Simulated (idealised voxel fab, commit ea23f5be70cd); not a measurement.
process module | voxel trench capacitor
cross-section cut | 300 nm wide | cells 5 nm
A cross-section is a grid of square cells, given in bands from the top down. A band is one or more rows of cells.
Each band's line starts with the height of the band's top and of its bottom, in nm. Then come its materials from left to right, each with its width in nm. One material with "throughout" fills the band from edge to edge. "air" is empty space.
Height 0 is the level under which the wafer as received is all one material. The lowest band goes on downwards, as in "0 down".
A width such as "30 to 40" changes by the same amount from each row of cells to the next, from the band's top row to its bottom row.
"no change" after a step means that no cell of the cross-section changed.
closed voids: empty space of 8 cells or more with no open way to the top, each as width x height at its distance from the left edge, in nm
after a step's settings: what the simulator itself notes on the step
overlay nm, on a step with a mask: how far to the right of its planned place the mask lay; to the left if negative
plan
1 op RECEIVE | material Si
2 op CONFORMAL_DEP | material SiN | thk nm 5
3 op DIRECTIONAL_DEP | material aC | thk nm 10
4 op PATTERN | tone open | mask id TRENCH | material resist | width nm 20 | pitch nm 35 | thk nm 30 | overlay nm 0
5 op DIRECTIONAL_ETCH | etch materials aC | depth nm 10
6 op STRIP | etch materials resist
7 op DIRECTIONAL_ETCH | etch materials SiN | depth nm 5
8 op DIRECTIONAL_ETCH | etch materials Si | depth nm 35
9 op STRIP | etch materials aC
10 op CONFORMAL_DEP | material SiO2 | thk nm 5
11 op FILL_DEP | material polySi | thk nm 10
12 op CMP | height nm 5
varied across the wafers: thk nm of step 10. The plan shows the first wafer's value. All wafers start alike
first wafer as received, after step 1
  0 down: Si throughout
  closed voids: none
first wafer at the end, after step 12
  5 to 0: SiN 105 | SiO2 5 | polySi 10 | SiO2 5 | SiN 15 | SiO2 5 | polySi 10 | SiO2 5 | SiN 15 | SiO2 5 | polySi 10 | SiO2 5 | SiN 105
  0 to -30: Si 105 | SiO2 5 | polySi 10 | SiO2 5 | Si 15 | SiO2 5 | polySi 10 | SiO2 5 | Si 15 | SiO2 5 | polySi 10 | SiO2 5 | Si 105
  -30 to -35: Si 105 | SiO2 20 | Si 15 | SiO2 20 | Si 15 | SiO2 20 | Si 105
  -35 down: Si throughout
  closed voids: none
last wafer at the end
  5 to 0: SiN 105 | SiO2 20 | SiN 15 | SiO2 20 | SiN 15 | SiO2 20 | SiN 105
  0 to -35: Si 105 | SiO2 20 | Si 15 | SiO2 20 | Si 15 | SiO2 20 | Si 105
  -35 down: Si throughout
  closed voids: none
each wafer at the end: cells of each material gained (+) or lost (-) since it was received, then its closed voids
thk nm 5 | -84 Si | +48 SiN | +54 SiO2 | +42 polySi | closed voids: none
thk nm 10 | -84 Si | +48 SiN | +96 SiO2 | closed voids: none
thk nm 15 | -84 Si | +48 SiN | +96 SiO2 | closed voids: none
thk nm 20 | -84 Si | +48 SiN | +96 SiO2 | closed voids: none
